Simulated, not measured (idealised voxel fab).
process module | voxel wiring stack
cross-section cut | 215 nm wide | cells 5 nm
A cross-section is a grid of square cells, given in bands from the top down. A band is one or more rows of cells.
Each band's line starts with the height of the band's top and of its bottom, in nm. Then come its materials from left to right, each with its width in nm. One material with "throughout" fills the band from edge to edge. "air" is empty space.
Height 0 is the level under which the wafer as received is all one material. The lowest band goes on downwards, as in "0 down".
A width such as "30 to 40" changes by the same amount from each row of cells to the next, from the band's top row to its bottom row.
"no change" after a step means that no cell of the cross-section changed.
closed voids: empty space of 8 cells or more with no open way to the top, each as width x height at its distance from the left edge, in nm
after a step's settings: what the simulator itself notes on the step
overlay nm, on a step with a mask: how far to the right of its planned place the mask lay; to the left if negative
plan
1 op RECEIVE | material Si
2 op CONFORMAL_DEP | material SiO2 | thk nm 10
3 op CONFORMAL_DEP | material SiCN | thk nm 5
4 op DIRECTIONAL_DEP | material SiO2 | thk nm 15
5 op MASKED_ETCH | tone open | mask id METAL_1 | width nm 25 | pitch nm 50 | etch materials SiO2 | depth nm 15 | overlay nm 0
6 op MASKED_ETCH | tone open | mask id METAL_1 | width nm 25 | pitch nm 50 | etch materials SiCN | depth nm 5 | overlay nm 0
7 op CONFORMAL_DEP | material TiN | thk nm 5
8 op FILL_DEP | material W | thk nm 5
9 op CMP | height nm 30
10 op CONFORMAL_DEP | material SiCN | thk nm 5
11 op DIRECTIONAL_DEP | material lowk | thk nm 20
12 op PATTERN | tone open | mask id PLUG_1 | material resist | width nm 15 | pitch nm 100 | thk nm 15 | overlay nm 0
13 op DIRECTIONAL_ETCH | etch materials lowk | depth nm 20
14 op DIRECTIONAL_ETCH | etch materials SiCN | depth nm 5
15 op STRIP | etch materials resist
16 op EPI | material Ru | thk nm 10
17 op EPI | material Ru | thk nm 10
18 op EPI | material Ru | thk nm 5
19 op DIRECTIONAL_DEP | material TiN | thk nm 5
20 op DIRECTIONAL_DEP | material Ru | thk nm 20
21 op PATTERN | tone cover | mask id METAL_2 | material resist | width nm 25 | pitch nm 50 | thk nm 20 | overlay nm 0
22 op DIRECTIONAL_ETCH | etch materials Ru | depth nm 20
23 op DIRECTIONAL_ETCH | etch materials TiN | depth nm 5
24 op STRIP | etch materials resist
25 op FILL_DEP | material SiO2 | thk nm 10
26 op CMP | height nm 80
27 op CONFORMAL_DEP | material SiCN | thk nm 5
28 op DIRECTIONAL_DEP | material lowk | thk nm 15
29 op PATTERN | tone open | mask id PLUG_2 | material resist | width nm 15 | pitch nm 100 | thk nm 20 | overlay nm 0
30 op DIRECTIONAL_ETCH | etch materials lowk | depth nm 15
31 op DIRECTIONAL_ETCH | etch materials SiCN | depth nm 5
32 op STRIP | etch materials resist
33 op CONFORMAL_DEP | material TiN | thk nm 5
34 op FILL_DEP | material Cu | thk nm 5
35 op CMP | height nm 100
36 op DIRECTIONAL_DEP | material TiN | thk nm 5
37 op DIRECTIONAL_DEP | material Ru | thk nm 15
38 op MASKED_ETCH | tone cover | mask id METAL_3 | width nm 25 | pitch nm 50 | etch materials Ru | depth nm 15 | overlay nm 0
39 op MASKED_ETCH | tone cover | mask id METAL_3 | width nm 25 | pitch nm 50 | etch materials TiN | depth nm 5 | overlay nm 0
40 op FILL_DEP | material SiO2 | thk nm 10
41 op CMP | height nm 120
42 op CONFORMAL_DEP | material SiN | thk nm 5
first wafer, as planned
as received, after step 1
  0 down: Si throughout
  closed voids: none
after step 2
  10 to 0: SiO2 throughout
  below 0: unchanged
after step 3
  15 to 10: SiCN throughout
  below 10: unchanged
after step 4
  30 to 15: SiO2 throughout
  below 15: unchanged
after step 5
  30 to 15: SiO2 45 | air 25 | SiO2 25 | air 25 | SiO2 25 | air 25 | SiO2 45
  below 15: unchanged
after step 6
  30 to 15: SiO2 45 | air 25 | SiO2 25 | air 25 | SiO2 25 | air 25 | SiO2 45
  15 to 10: SiCN 45 | air 25 | SiCN 25 | air 25 | SiCN 25 | air 25 | SiCN 45
  below 10: unchanged
after step 7
  35 to 30: TiN 50 | air 15 | TiN 35 | air 15 | TiN 35 | air 15 | TiN 50
  30 to 15: SiO2 45 | TiN 5 | air 15 | TiN 5 | SiO2 25 | TiN 5 | air 15 | TiN 5 | SiO2 25 | TiN 5 | air 15 | TiN 5 | SiO2 45
  15 to 10: SiCN 45 | TiN 25 | SiCN 25 | TiN 25 | SiCN 25 | TiN 25 | SiCN 45
  below 10: unchanged
after step 8
  40 to 35: W throughout
  35 to 30: TiN 50 | W 15 | TiN 35 | W 15 | TiN 35 | W 15 | TiN 50
  30 to 15: SiO2 45 | TiN 5 | W 15 | TiN 5 | SiO2 25 | TiN 5 | W 15 | TiN 5 | SiO2 25 | TiN 5 | W 15 | TiN 5 | SiO2 45
  below 15: unchanged
after step 9
  30 to 15: SiO2 45 | TiN 5 | W 15 | TiN 5 | SiO2 25 | TiN 5 | W 15 | TiN 5 | SiO2 25 | TiN 5 | W 15 | TiN 5 | SiO2 45
  below 15: unchanged
after step 10
  35 to 30: SiCN throughout
  below 30: unchanged
after step 11
  55 to 35: lowk throughout
  below 35: unchanged
after step 12
  70 to 55: resist 45 | air 15 | resist 85 | air 15 | resist 55
  below 55: unchanged
after step 13
  70 to 55: resist 45 | air 15 | resist 85 | air 15 | resist 55
  55 to 35: lowk 45 | air 15 | lowk 85 | air 15 | lowk 55
  below 35: unchanged
after step 14
  70 to 55: resist 45 | air 15 | resist 85 | air 15 | resist 55
  55 to 35: lowk 45 | air 15 | lowk 85 | air 15 | lowk 55
  35 to 30: SiCN 45 | air 15 | SiCN 85 | air 15 | SiCN 55
  below 30: unchanged
after step 15
  55 to 35: lowk 45 | air 15 | lowk 85 | air 15 | lowk 55
  below 35: unchanged
after step 16
  55 to 40: lowk 45 | air 15 | lowk 85 | air 15 | lowk 55
  40 to 35: lowk 45 | Ru 15 | lowk 85 | Ru 15 | lowk 55
  35 to 30: SiCN 45 | Ru 15 | SiCN 85 | Ru 15 | SiCN 55
  below 30: unchanged
after step 17
  55 to 50: lowk 45 | air 15 | lowk 85 | air 15 | lowk 55
  50 to 35: lowk 45 | Ru 15 | lowk 85 | Ru 15 | lowk 55
  below 35: unchanged
after step 18
  55 to 35: lowk 45 | Ru 15 | lowk 85 | Ru 15 | lowk 55
  below 35: unchanged
after step 19
  60 to 55: TiN throughout
  below 55: unchanged
after step 20
  80 to 60: Ru throughout
  below 60: unchanged
after step 21
  100 to 80: air 45 | resist 25 | air 25 | resist 25 | air 25 | resist 25 | air 45
  below 80: unchanged
after step 22
  100 to 80: air 45 | resist 25 | air 25 | resist 25 | air 25 | resist 25 | air 45
  80 to 60: air 45 | Ru 25 | air 25 | Ru 25 | air 25 | Ru 25 | air 45
  below 60: unchanged
after step 23
  100 to 80: air 45 | resist 25 | air 25 | resist 25 | air 25 | resist 25 | air 45
  80 to 60: air 45 | Ru 25 | air 25 | Ru 25 | air 25 | Ru 25 | air 45
  60 to 55: air 45 | TiN 25 | air 25 | TiN 25 | air 25 | TiN 25 | air 45
  below 55: unchanged
after step 24
  80 to 60: air 45 | Ru 25 | air 25 | Ru 25 | air 25 | Ru 25 | air 45
  below 60: unchanged
after step 25
  90 to 80: SiO2 throughout
  80 to 60: SiO2 45 | Ru 25 | SiO2 25 | Ru 25 | SiO2 25 | Ru 25 | SiO2 45
  60 to 55: SiO2 45 | TiN 25 | SiO2 25 | TiN 25 | SiO2 25 | TiN 25 | SiO2 45
  below 55: unchanged
after step 26
  80 to 60: SiO2 45 | Ru 25 | SiO2 25 | Ru 25 | SiO2 25 | Ru 25 | SiO2 45
  below 60: unchanged
after step 27
  85 to 80: SiCN throughout
  below 80: unchanged
after step 28
  100 to 85: lowk throughout
  below 85: unchanged
after step 29
  120 to 100: resist 45 | air 15 | resist 85 | air 15 | resist 55
  below 100: unchanged
after step 30
  120 to 100: resist 45 | air 15 | resist 85 | air 15 | resist 55
  100 to 85: lowk 45 | air 15 | lowk 85 | air 15 | lowk 55
  below 85: unchanged
after step 31
  120 to 100: resist 45 | air 15 | resist 85 | air 15 | resist 55
  100 to 85: lowk 45 | air 15 | lowk 85 | air 15 | lowk 55
  85 to 80: SiCN 45 | air 15 | SiCN 85 | air 15 | SiCN 55
  below 80: unchanged
after step 32
  100 to 85: lowk 45 | air 15 | lowk 85 | air 15 | lowk 55
  below 85: unchanged
after step 33
  105 to 100: TiN 50 | air 5 | TiN 95 | air 5 | TiN 60
  100 to 85: lowk 45 | TiN 5 | air 5 | TiN 5 | lowk 85 | TiN 5 | air 5 | TiN 5 | lowk 55
  85 to 80: SiCN 45 | TiN 15 | SiCN 85 | TiN 15 | SiCN 55
  below 80: unchanged
after step 34
  110 to 105: Cu throughout
  105 to 100: TiN 50 | Cu 5 | TiN 95 | Cu 5 | TiN 60
  100 to 85: lowk 45 | TiN 5 | Cu 5 | TiN 5 | lowk 85 | TiN 5 | Cu 5 | TiN 5 | lowk 55
  below 85: unchanged
after step 35
  100 to 85: lowk 45 | TiN 5 | Cu 5 | TiN 5 | lowk 85 | TiN 5 | Cu 5 | TiN 5 | lowk 55
  below 85: unchanged
after step 36
  105 to 100: TiN throughout
  below 100: unchanged
after step 37
  120 to 105: Ru throughout
  below 105: unchanged
after step 38
  120 to 105: air 45 | Ru 25 | air 25 | Ru 25 | air 25 | Ru 25 | air 45
  below 105: unchanged
after step 39
  120 to 105: air 45 | Ru 25 | air 25 | Ru 25 | air 25 | Ru 25 | air 45
  105 to 100: air 45 | TiN 25 | air 25 | TiN 25 | air 25 | TiN 25 | air 45
  below 100: unchanged
after step 40
  130 to 120: SiO2 throughout
  120 to 105: SiO2 45 | Ru 25 | SiO2 25 | Ru 25 | SiO2 25 | Ru 25 | SiO2 45
  105 to 100: SiO2 45 | TiN 25 | SiO2 25 | TiN 25 | SiO2 25 | TiN 25 | SiO2 45
  below 100: unchanged
after step 41
  120 to 105: SiO2 45 | Ru 25 | SiO2 25 | Ru 25 | SiO2 25 | Ru 25 | SiO2 45
  below 105: unchanged
after step 42
  125 to 120: SiN throughout
  below 120: unchanged
second wafer: like start, like plan, one mistake. Through step 9 it matches the first wafer
when step 10 should have ended
  45 to 30: SiCN throughout
  below 30: unchanged
when step 11 should have ended
  65 to 45: lowk throughout
  below 45: unchanged
when step 12 should have ended
  80 to 65: resist 45 | air 15 | resist 85 | air 15 | resist 55
  below 65: unchanged
when step 13 should have ended
  80 to 65: resist 45 | air 15 | resist 85 | air 15 | resist 55
  65 to 45: lowk 45 | air 15 | lowk 85 | air 15 | lowk 55
  below 45: unchanged
when step 14 should have ended
  80 to 65: resist 45 | air 15 | resist 85 | air 15 | resist 55
  65 to 45: lowk 45 | air 15 | lowk 85 | air 15 | lowk 55
  45 to 40: SiCN 45 | air 15 | SiCN 85 | air 15 | SiCN 55
  below 40: unchanged
when step 15 should have ended
  65 to 45: lowk 45 | air 15 | lowk 85 | air 15 | lowk 55
  below 45: unchanged
when step 16 should have ended: no change
when step 17 should have ended: no change
when step 18 should have ended: no change
when step 19 should have ended
  70 to 65: TiN 45 | air 15 | TiN 85 | air 15 | TiN 55
  65 to 45: lowk 45 | air 15 | lowk 85 | air 15 | lowk 55
  45 to 40: SiCN 45 | TiN 15 | SiCN 85 | TiN 15 | SiCN 55
  below 40: unchanged
when step 20 should have ended
  90 to 70: Ru 45 | air 15 | Ru 85 | air 15 | Ru 55
  70 to 65: TiN 45 | air 15 | TiN 85 | air 15 | TiN 55
  65 to 45: lowk 45 | Ru 15 | lowk 85 | Ru 15 | lowk 55
  below 45: unchanged
when step 21 should have ended
  110 to 90: air 45 | resist 25 | air 25 | resist 25 | air 25 | resist 25 | air 45
  90 to 70: Ru 45 | resist 15 | Ru 85 | resist 15 | Ru 55
  70 to 65: TiN 45 | resist 15 | TiN 85 | resist 15 | TiN 55
  below 65: unchanged
when step 22 should have ended
  110 to 90: air 45 | resist 25 | air 25 | resist 25 | air 25 | resist 25 | air 45
  90 to 70: air 45 | resist 15 | Ru 10 | air 25 | Ru 25 | air 25 | resist 15 | Ru 10 | air 45
  below 70: unchanged
when step 23 should have ended
  110 to 90: air 45 | resist 25 | air 25 | resist 25 | air 25 | resist 25 | air 45
  90 to 70: air 45 | resist 15 | Ru 10 | air 25 | Ru 25 | air 25 | resist 15 | Ru 10 | air 45
  70 to 65: air 45 | resist 15 | TiN 10 | air 25 | TiN 25 | air 25 | resist 15 | TiN 10 | air 45
  below 65: unchanged
when step 24 should have ended
  90 to 70: air 60 | Ru 10 | air 25 | Ru 25 | air 40 | Ru 10 | air 45
  70 to 65: air 60 | TiN 10 | air 25 | TiN 25 | air 40 | TiN 10 | air 45
  below 65: unchanged
when step 25 should have ended
  100 to 90: SiO2 throughout
  90 to 70: SiO2 60 | Ru 10 | SiO2 25 | Ru 25 | SiO2 40 | Ru 10 | SiO2 45
  70 to 65: SiO2 60 | TiN 10 | SiO2 25 | TiN 25 | SiO2 40 | TiN 10 | SiO2 45
  below 65: unchanged
when step 26 should have ended
  80 to 70: SiO2 60 | Ru 10 | SiO2 25 | Ru 25 | SiO2 40 | Ru 10 | SiO2 45
  below 70: unchanged
when step 27 should have ended
  85 to 80: SiCN throughout
  below 80: unchanged
when step 28 should have ended
  100 to 85: lowk throughout
  below 85: unchanged
when step 29 should have ended
  120 to 100: resist 45 | air 15 | resist 85 | air 15 | resist 55
  below 100: unchanged
when step 30 should have ended
  120 to 100: resist 45 | air 15 | resist 85 | air 15 | resist 55
  100 to 85: lowk 45 | air 15 | lowk 85 | air 15 | lowk 55
  below 85: unchanged
when step 31 should have ended
  120 to 100: resist 45 | air 15 | resist 85 | air 15 | resist 55
  100 to 85: lowk 45 | air 15 | lowk 85 | air 15 | lowk 55
  85 to 80: SiCN 45 | air 15 | SiCN 85 | air 15 | SiCN 55
  below 80: unchanged
when step 32 should have ended
  100 to 85: lowk 45 | air 15 | lowk 85 | air 15 | lowk 55
  below 85: unchanged
when step 33 should have ended
  105 to 100: TiN 50 | air 5 | TiN 95 | air 5 | TiN 60
  100 to 85: lowk 45 | TiN 5 | air 5 | TiN 5 | lowk 85 | TiN 5 | air 5 | TiN 5 | lowk 55
  85 to 80: SiCN 45 | TiN 15 | SiCN 85 | TiN 15 | SiCN 55
  below 80: unchanged
when step 34 should have ended
  110 to 105: Cu throughout
  105 to 100: TiN 50 | Cu 5 | TiN 95 | Cu 5 | TiN 60
  100 to 85: lowk 45 | TiN 5 | Cu 5 | TiN 5 | lowk 85 | TiN 5 | Cu 5 | TiN 5 | lowk 55
  below 85: unchanged
when step 35 should have ended
  100 to 85: lowk 45 | TiN 5 | Cu 5 | TiN 5 | lowk 85 | TiN 5 | Cu 5 | TiN 5 | lowk 55
  below 85: unchanged
when step 36 should have ended
  105 to 100: TiN throughout
  below 100: unchanged
when step 37 should have ended
  120 to 105: Ru throughout
  below 105: unchanged
when step 38 should have ended
  120 to 105: air 45 | Ru 25 | air 25 | Ru 25 | air 25 | Ru 25 | air 45
  below 105: unchanged
when step 39 should have ended
  120 to 105: air 45 | Ru 25 | air 25 | Ru 25 | air 25 | Ru 25 | air 45
  105 to 100: air 45 | TiN 25 | air 25 | TiN 25 | air 25 | TiN 25 | air 45
  below 100: unchanged
when step 40 should have ended
  130 to 120: SiO2 throughout
  120 to 105: SiO2 45 | Ru 25 | SiO2 25 | Ru 25 | SiO2 25 | Ru 25 | SiO2 45
  105 to 100: SiO2 45 | TiN 25 | SiO2 25 | TiN 25 | SiO2 25 | TiN 25 | SiO2 45
  below 100: unchanged
when step 41 should have ended
  120 to 105: SiO2 45 | Ru 25 | SiO2 25 | Ru 25 | SiO2 25 | Ru 25 | SiO2 45
  below 105: unchanged
when step 42 should have ended
  125 to 120: SiN throughout
  below 120: unchanged
what went wrong: step 10 ran as: op CONFORMAL_DEP | material SiCN | thk nm 15
at the end the second wafer has, in cells: 48 fewer of Ru | 86 more of SiCN | 38 fewer of SiO2
